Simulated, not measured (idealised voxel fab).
process module | voxel lift off
cross-section cut | 285 nm wide | cells 5 nm
A cross-section is a grid of square cells, given in bands from the top down. A band is one or more rows of cells.
Each band's line starts with the height of the band's top and of its bottom, in nm. Then come its materials from left to right, each with its width in nm. One material with "throughout" fills the band from edge to edge. "air" is empty space.
Height 0 is the level under which the wafer as received is all one material. The lowest band goes on downwards, as in "0 down".
A width such as "30 to 40" changes by the same amount from each row of cells to the next, from the band's top row to its bottom row.
"no change" after a step means that no cell of the cross-section changed.
closed voids: empty space of 8 cells or more with no open way to the top, each as width x height at its distance from the left edge, in nm
after a step's settings: what the simulator itself notes on the step
overlay nm, on a step with a mask: how far to the right of its planned place the mask lay; to the left if negative
plan
1 op RECEIVE | material Si
2 op CONFORMAL_DEP | material SiO2 | thk nm 15
3 op PATTERN | tone open | mask id LINES | material resist | width nm 20 | pitch nm 35 | thk nm 30 | overlay nm 0
4 op DIRECTIONAL_DEP | material Ru | thk nm 15
5 op STRIP | etch materials resist
6 op CONFORMAL_DEP | material SiN | thk nm 10
as received, after step 1
  0 down: Si throughout
  closed voids: none
a wafer at the end: this start, this plan, one mistake
  40 to 30: air 90 | SiN 105 | air 90
  30 to 25: air 90 | SiN 10 | Ru 15 | SiN 20 | Ru 15 | SiN 20 | Ru 15 | SiN 10 | air 90
  25 to 15: SiN 100 | Ru 15 | SiN 20 | Ru 15 | SiN 20 | Ru 15 | SiN 100
  15 to 0: SiO2 throughout
  0 down: Si throughout
  closed voids: none
what went wrong: step 3 ran as: op PATTERN | tone open | mask id LINES | material resist | width nm 15 | pitch nm 35 | thk nm 30 | overlay nm 0
